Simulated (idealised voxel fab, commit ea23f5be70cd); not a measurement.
Proc. module: voxel gate over fins
FYI the section here is cut, 230 nm wide, cells are 5 nm squares.
A cross-section is written here as square cells arranged in a grid, and it is given in bands from the top down, each band taking up one or more rows of cells.
The band entry comprises the height of the band's top followed by the height of its bottom, expressed in nm, and subsequently the band's materials from left to right, each stated together with its width in nm. Where a single material is marked with the word "all across", that material fills the band from edge to edge. The word "air" represents empty space.
Height 0 is the level under which the wafer as received is all one material. The lowest band goes on downwards, as in "top 0, no bottom".
Think of "30..40" as a width that walks from the first number to the second as you go down the band, top row to bottom row, taking equal-sized steps from row to row.
A step reported as "left unchanged" is a step in which no cell of the cross-section changed.
Each empty space that has no open way to the top and spans at least 8 cells appears under "Closed void entries" as width x height at distance, the distance counted from the left edge, all in nm.
If you see something after the settings on a step's line, that's the simulator's own remark about that step.
The optional step-line setting "overlay nm" applies to steps with a mask and quantifies how far to the right of its planned location the mask lay, a negative value indicating leftward placement.

List of planned process steps:
1 op RECEIVE | material Si
2 op CONFORMAL_DEP | material SiN | thk nm 5
3 op DIRECTIONAL_DEP | material aC | thk nm 15
4 op PATTERN | tone cover | mask id FINS | material resist | width nm 15 | pitch nm 45 | thk nm 30 | overlay nm -15
5 op DIRECTIONAL_ETCH | etch materials aC | depth nm 15
6 op STRIP | etch materials resist
7 op DIRECTIONAL_ETCH | etch materials SiN | depth nm 5
8 op DIRECTIONAL_ETCH | etch materials Si | depth nm 40
9 op STRIP | etch materials aC
10 op OXIDIZE | depth nm 5
11 op FILL_DEP | material SiO2 | thk nm 15
12 op CMP | height nm 5
13 op SELECTIVE_ETCH | etch materials SiO2 | depth nm 15
14 op STRIP | etch materials SiN
15 op CONFORMAL_DEP | material HfO2 | thk nm 5
16 op CONFORMAL_DEP | material TiN | thk nm 5
17 op CONFORMAL_DEP | material TiAl | thk nm 5
18 op CONFORMAL_DEP | material TiN | thk nm 5
19 op FILL_DEP | material W | thk nm 10
20 op CMP | height nm 25
21 op CONFORMAL_DEP | material SiN | thk nm 10
The wafers are alike at the start. At step 4, their overlay nm differs. The plan lists the first wafer's value.

Cross-section of the first of several wafers on receipt, reflecting completion of step 1:
* top 0, no bottom  Si all across
* Closed void entries: none

The figure below presents a cross-section of the first of several wafers at the conclusion of the module, following its last step, step 21:
* top 35, bottom 25  SiN all across
* top 25, bottom 20  W all across
* top 20, bottom 15  W: 10  TiN: 180  W: 40
* top 15, bottom 10  W: 10  TiN: 5  TiAl: 35  TiN: 10  TiAl: 35  TiN: 10  TiAl: 35  TiN: 10  TiAl: 35  TiN: 5  W: 40
* top 10, bottom 5  TiN: 15  TiAl: 5  TiN: 25  TiAl: 5  TiN: 10  TiAl: 5  TiN: 25  TiAl: 5  TiN: 10  TiAl: 5  TiN: 25  TiAl: 5  TiN: 10  TiAl: 5  TiN: 25  TiAl: 5  TiN: 45
* top 5, bottom 0  TiAl: 20  TiN: 5  HfO2: 15  TiN: 5  TiAl: 20  TiN: 5  HfO2: 15  TiN: 5  TiAl: 20  TiN: 5  HfO2: 15  TiN: 5  TiAl: 20  TiN: 5  HfO2: 15  TiN: 5  TiAl: 50
* top 0, bottom -5  TiN: 25  HfO2: 5  Si: 5  HfO2: 5  TiN: 30  HfO2: 5  Si: 5  HfO2: 5  TiN: 30  HfO2: 5  Si: 5  HfO2: 5  TiN: 30  HfO2: 5  Si: 5  HfO2: 5  TiN: 55
* top -5, bottom -10  HfO2: 30  Si: 5  HfO2: 40  Si: 5  HfO2: 40  Si: 5  HfO2: 40  Si: 5  HfO2: 60
* top -10, bottom -45  SiO2: 30  Si: 5  SiO2: 40  Si: 5  SiO2: 40  Si: 5  SiO2: 40  Si: 5  SiO2: 60
* top -45, no bottom  Si all across
* Closed void entries: none

Last wafer, end of module, cross-section:
* top 35, bottom 25  SiN all across
* top 25, bottom 20  W all across
* top 20, bottom 15  W: 40  TiN: 180  W: 10
* top 15, bottom 10  W: 40  TiN: 5  TiAl: 35  TiN: 10  TiAl: 35  TiN: 10  TiAl: 35  TiN: 10  TiAl: 35  TiN: 5  W: 10
* top 10, bottom 5  TiN: 45  TiAl: 5  TiN: 25  TiAl: 5  TiN: 10  TiAl: 5  TiN: 25  TiAl: 5  TiN: 10  TiAl: 5  TiN: 25  TiAl: 5  TiN: 10  TiAl: 5  TiN: 25  TiAl: 5  TiN: 15
* top 5, bottom 0  TiAl: 50  TiN: 5  HfO2: 15  TiN: 5  TiAl: 20  TiN: 5  HfO2: 15  TiN: 5  TiAl: 20  TiN: 5  HfO2: 15  TiN: 5  TiAl: 20  TiN: 5  HfO2: 15  TiN: 5  TiAl: 20
* top 0, bottom -5  TiN: 55  HfO2: 5  Si: 5  HfO2: 5  TiN: 30  HfO2: 5  Si: 5  HfO2: 5  TiN: 30  HfO2: 5  Si: 5  HfO2: 5  TiN: 30  HfO2: 5  Si: 5  HfO2: 5  TiN: 25
* top -5, bottom -10  HfO2: 60  Si: 5  HfO2: 40  Si: 5  HfO2: 40  Si: 5  HfO2: 40  Si: 5  HfO2: 30
* top -10, bottom -45  SiO2: 60  Si: 5  SiO2: 40  Si: 5  SiO2: 40  Si: 5  SiO2: 40  Si: 5  SiO2: 30
* top -45, no bottom  Si all across
* Closed void entries: none

Quick key for the table: a row per wafer, taken at the end of the module. For each material it tells you how many cells the wafer gained (+) or lost (-) since it came in, and the closed voids come after:
overlay nm -15, +62 HfO2, -378 Si, +92 SiN, +294 SiO2, +62 TiAl, +124 TiN, +66 W, Closed void entries: none
overlay nm -10, +62 HfO2, -378 Si, +92 SiN, +294 SiO2, +62 TiAl, +124 TiN, +66 W, Closed void entries: none
overlay nm -5, +62 HfO2, -378 Si, +92 SiN, +294 SiO2, +62 TiAl, +124 TiN, +66 W, Closed void entries: none
overlay nm 0, +62 HfO2, -378 Si, +92 SiN, +294 SiO2, +62 TiAl, +124 TiN, +66 W, Closed void entries: none
overlay nm 5, +62 HfO2, -378 Si, +92 SiN, +294 SiO2, +62 TiAl, +124 TiN, +66 W, Closed void entries: none
overlay nm 10, +62 HfO2, -378 Si, +92 SiN, +294 SiO2, +62 TiAl, +124 TiN, +66 W, Closed void entries: none
overlay nm 15, +62 HfO2, -378 Si, +92 SiN, +294 SiO2, +62 TiAl, +124 TiN, +66 W, Closed void entries: none
